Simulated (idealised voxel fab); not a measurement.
The following process module bears the name voxel ribs on slabs.
180 nm wide, 5 nm square cells: that's cross-section cut.
Throughout this document, each cross-section is represented as a grid of square cells and is presented as a sequence of bands enumerated from the top downward, where a band comprises one or more rows of cells.
Read a band's entry like this: the first values are the height of its top and the height of its bottom in nm, and what follows is the sequence of materials from left to right, each with its width in nm. Note that "empty" is empty space, and that a single material marked "edge to edge" reaches across the band from edge to edge.
The reference from which all heights are counted is 0, the level beneath which the as-received wafer is entirely one material; the lowest band, having no lower bound, proceeds downward and is written after the example "0 nm and below".
It should be noted that a width expressed as "30 to 40" varies in equal increments from row to row of cells within the band, taking the value of the first number at the top row and that of the second number at the bottom row.
"nothing altered" for a step: no cell of the cross-section changed in that step.
In "Sealed-off cavities" the enclosed voids are listed, meaning empty spaces of 8 cells or larger without any opening to the top. The form is width x height at distance, distance from the left edge, units nm.
That trailing text on a step's line, after the settings, is the simulator's own remark on the step.
When a step includes a mask, the "overlay nm" setting on its line states how far to the right of its planned place that mask lay, and negative values state how far to the left.

**The planned process steps are enumerated hereunder**
| 1 | RECEIVE, material Si |
| 2 | DIRECTIONAL_DEP, material SiO2, thk nm 25 |
| 3 | DIRECTIONAL_DEP, material polySi, thk nm 15 |
| 4 | MASKED_ETCH, tone cover, mask id RIB, width nm 20, etch materials polySi, depth nm 10, overlay nm 0 |
| 5 | PATTERN, tone cover, mask id SLAB, material resist, width nm 80, thk nm 15, overlay nm 0 |
| 6 | DIRECTIONAL_ETCH, etch materials polySi, depth nm 5 |
| 7 | STRIP, etch materials resist |
| 8 | FILL_DEP, material SiO2, thk nm 20 |
| 9 | CMP, height nm 50 |
| 10 | DIRECTIONAL_DEP, material W, thk nm 5 |
| 11 | PATTERN, tone cover, mask id HEATER, material resist, width nm 30, thk nm 20, overlay nm 0 |
| 12 | DIRECTIONAL_ETCH, etch materials W, depth nm 5 |
| 13 | STRIP, etch materials resist |
| 14 | CONFORMAL_DEP, material SiN, thk nm 10 |

**First of two wafers, processed according to plan**

**Received-state cross-section, reflecting completion of step 1**
    0 nm and below | Si edge to edge
    Sealed-off cavities: none

**The following cross-section depicts the wafer upon completion of step 2**
    25 nm to 0 nm | SiO2 edge to edge
    Below 0 it's all the same as before, nothing changed down there.

**The following cross-section depicts the wafer upon completion of step 3**
    40 nm to 25 nm | polySi edge to edge
    Below 25 it's all the same as before, nothing changed down there.

**The following cross-section depicts the wafer upon completion of step 4**
    40 nm to 30 nm | 80 of empty, 20 of polySi, 80 of empty
    Below 30 it's all the same as before, nothing changed down there.

**The following cross-section depicts the wafer upon completion of step 5**
    55 nm to 40 nm | 50 of empty, 80 of resist, 50 of empty
    40 nm to 30 nm | 50 of empty, 30 of resist, 20 of polySi, 30 of resist, 50 of empty
    Below 30 it's all the same as before, nothing changed down there.

**The following cross-section depicts the wafer upon completion of step 6**
    55 nm to 40 nm | 50 of empty, 80 of resist, 50 of empty
    40 nm to 30 nm | 50 of empty, 30 of resist, 20 of polySi, 30 of resist, 50 of empty
    30 nm to 25 nm | 50 of empty, 80 of polySi, 50 of empty
    Below 25 it's all the same as before, nothing changed down there.

**The following cross-section depicts the wafer upon completion of step 7**
    40 nm to 30 nm | 80 of empty, 20 of polySi, 80 of empty
    Below 30 it's all the same as before, nothing changed down there.

**The following cross-section depicts the wafer upon completion of step 8**
    60 nm to 40 nm | SiO2 edge to edge
    40 nm to 30 nm | 80 of SiO2, 20 of polySi, 80 of SiO2
    30 nm to 25 nm | 50 of SiO2, 80 of polySi, 50 of SiO2
    Below 25 it's all the same as before, nothing changed down there.

**The following cross-section depicts the wafer upon completion of step 9**
    50 nm to 40 nm | SiO2 edge to edge
    Below 40 it's all the same as before, nothing changed down there.

**The following cross-section depicts the wafer upon completion of step 10**
    55 nm to 50 nm | W edge to edge
    Below 50 it's all the same as before, nothing changed down there.

**The following cross-section depicts the wafer upon completion of step 11**
    75 nm to 55 nm | 75 of empty, 30 of resist, 75 of empty
    Below 55 it's all the same as before, nothing changed down there.

**The following cross-section depicts the wafer upon completion of step 12**
    75 nm to 55 nm | 75 of empty, 30 of resist, 75 of empty
    55 nm to 50 nm | 75 of empty, 30 of W, 75 of empty
    Below 50 it's all the same as before, nothing changed down there.

**The following cross-section depicts the wafer upon completion of step 13**
    55 nm to 50 nm | 75 of empty, 30 of W, 75 of empty
    Below 50 it's all the same as before, nothing changed down there.

**The following cross-section depicts the wafer upon completion of step 14**
    65 nm to 60 nm | 65 of empty, 50 of SiN, 65 of empty
    60 nm to 55 nm | SiN edge to edge
    55 nm to 50 nm | 75 of SiN, 30 of W, 75 of SiN
    Below 50 it's all the same as before, nothing changed down there.

**Wafer two of two - same starting point, same process plan, one mistake in execution; matches wafer one up to and including step 10**

**Cross-section of the second wafer at the time step 11 of the plan should have ended**
    75 nm to 55 nm | 75 of resist, 30 of empty, 75 of resist
    Below 55 it's all the same as before, nothing changed down there.

**Cross-section of the second wafer at the time step 12 of the plan should have ended**
    75 nm to 55 nm | 75 of resist, 30 of empty, 75 of resist
    55 nm to 50 nm | 75 of W, 30 of empty, 75 of W
    Below 50 it's all the same as before, nothing changed down there.

**Cross-section of the second wafer at the time step 13 of the plan should have ended**
    55 nm to 50 nm | 75 of W, 30 of empty, 75 of W
    Below 50 it's all the same as before, nothing changed down there.

**Cross-section of the second wafer at the time step 14 of the plan should have ended**
    65 nm to 60 nm | 85 of SiN, 10 of empty, 85 of SiN
    60 nm to 55 nm | SiN edge to edge
    55 nm to 50 nm | 75 of W, 30 of SiN, 75 of W
    Below 50 it's all the same as before, nothing changed down there.
Processing error: for step 11, the planned setting was not used; the step was instead run as PATTERN, tone open, mask id HEATER, material resist, width nm 30, thk nm 20, overlay nm 0
Looking at both finished wafers in cells, the second ends up ahead of or behind the first on some materials: W +24
